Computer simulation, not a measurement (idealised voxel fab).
This is a process module. Its name is voxel self aligned vias.
145 nm wide, 5 nm square cells: that's cross-section cut.
Reading order for cross-sections: top band down to bottom band. Underlying form: a grid of square cells. Band size: one or more rows of cells. Top height, bottom height, nm. Materials left to right, width each, nm. Single material + "edge to edge" = fills band edge to edge. "blank" = empty. A quick word on heights: they are counted from 0, and under that level the wafer as it came to us is one material throughout. The lowest band is different from the rest in having no bottom; it simply continues downward, written as in "from 0 down". Think of "30->40" as a width that walks from the first number to the second as you go down the band, top row to bottom row, taking equal-sized steps from row to row. "remained unchanged" after a step means that no cell of the cross-section changed. The label "Enclosed cavity list" introduces a list of the empty spaces, 8 cells or larger, that have no open way up to the top; each entry in it reads width x height at distance, where the distance is taken from the left edge and all three are stated in nm. That trailing text on a step's line, after the settings, is the simulator's own remark on the step. You can add "overlay nm" to a step's line. For a step with a mask, it describes how far the mask lay to the right of its planned position, and a negative number describes a lay to the left.

Here's what the planned process steps look like
1. RECEIVE: material Si
2. CONFORMAL_DEP: material SiO2, thk nm 10
3. CONFORMAL_DEP: material SiCN, thk nm 5
4. DIRECTIONAL_DEP: material SiO2, thk nm 30
5. DIRECTIONAL_DEP: material aC, thk nm 10
6. PATTERN: tone open, mask id LINES, material resist, width nm 30, pitch nm 65, thk nm 25, overlay nm 0
7. DIRECTIONAL_ETCH: etch materials aC, depth nm 10
8. STRIP: etch materials resist
9. DIRECTIONAL_ETCH: etch materials SiO2, depth nm 30
10. STRIP: etch materials aC
11. CONFORMAL_DEP: material TiN, thk nm 5
12. FILL_DEP: material W, thk nm 5
13. CMP: height nm 45
14. SELECTIVE_ETCH: etch materials W Ru TiN, depth nm 5
15. FILL_DEP: material SiN, thk nm 10
16. CMP: height nm 45
17. DIRECTIONAL_DEP: material SiO2, thk nm 20
18. MASKED_ETCH: tone open, mask id VIAS, width nm 50, etch materials SiO2, depth nm 20, overlay nm 0
19. MASKED_ETCH: tone open, mask id VIAS, width nm 50, etch materials SiN, depth nm 10, overlay nm 0
20. CONFORMAL_DEP: material TiN, thk nm 5
21. FILL_DEP: material Cu, thk nm 10
22. CMP: height nm 65
23. CONFORMAL_DEP: material SiCN, thk nm 5
The depth nm used in step 14 is not the same on every wafer, whereas the starting condition is; the value printed in the plan is the first wafer's.

Cut through the first of several wafers as received, post step 1
* from 0 down: Si edge to edge
* Enclosed cavity list: none

End of the module, past its last step, step 23: how the first of several wafers looks in cross-section
* from 70 to 65: SiCN edge to edge
* from 65 to 50: SiO2 (15) / TiN (5) / Cu (40) / TiN (5) / SiO2 (80)
* from 50 to 45: SiO2 (15) / TiN (15) / Cu (20) / TiN (15) / SiO2 (80)
* from 45 to 40: SiO2 (25) / TiN (30) / SiO2 (35) / SiN (30) / SiO2 (25)
* from 40 to 20: SiO2 (25) / TiN (5) / W (20) / TiN (5) / SiO2 (35) / TiN (5) / W (20) / TiN (5) / SiO2 (25)
* from 20 to 15: SiO2 (25) / TiN (30) / SiO2 (35) / TiN (30) / SiO2 (25)
* from 15 to 10: SiCN edge to edge
* from 10 to 0: SiO2 edge to edge
* from 0 down: Si edge to edge
* Enclosed cavity list: none

Of the several wafers, the last: cross-section at the end of the module
* from 70 to 65: SiCN edge to edge
* from 65 to 50: SiO2 (15) / TiN (5) / Cu (40) / TiN (5) / SiO2 (80)
* from 50 to 45: SiO2 (15) / TiN (15) / Cu (20) / TiN (15) / SiO2 (80)
* from 45 to 40: SiO2 (25) / TiN (5) / Cu (20) / TiN (5) / SiO2 (35) / SiN (30) / SiO2 (25)
* from 40 to 35: SiO2 (25) / TiN (30) / SiO2 (35) / SiN (30) / SiO2 (25)
* from 35 to 20: SiO2 (25) / SiN (30) / SiO2 (35) / SiN (30) / SiO2 (25)
* from 20 to 15: SiO2 (25) / TiN (30) / SiO2 (35) / TiN (30) / SiO2 (25)
* from 15 to 10: SiCN edge to edge
* from 10 to 0: SiO2 edge to edge
* from 0 down: Si edge to edge
* Enclosed cavity list: none

Per wafer (row), end of module: delta in cells per material since receipt, (+) for gained, (-) for lost; closed voids after that
depth nm 5; +28 Cu; +58 SiCN; +6 SiN; +236 SiO2; +46 TiN; +32 W; Enclosed cavity list: none
depth nm 10; +32 Cu; +58 SiCN; +12 SiN; +236 SiO2; +44 TiN; +24 W; Enclosed cavity list: none
depth nm 15; +32 Cu; +58 SiCN; +24 SiN; +236 SiO2; +40 TiN; +16 W; Enclosed cavity list: none
depth nm 20; +32 Cu; +58 SiCN; +36 SiN; +236 SiO2; +36 TiN; +8 W; Enclosed cavity list: none
depth nm 25; +32 Cu; +58 SiCN; +48 SiN; +236 SiO2; +32 TiN; Enclosed cavity list: none
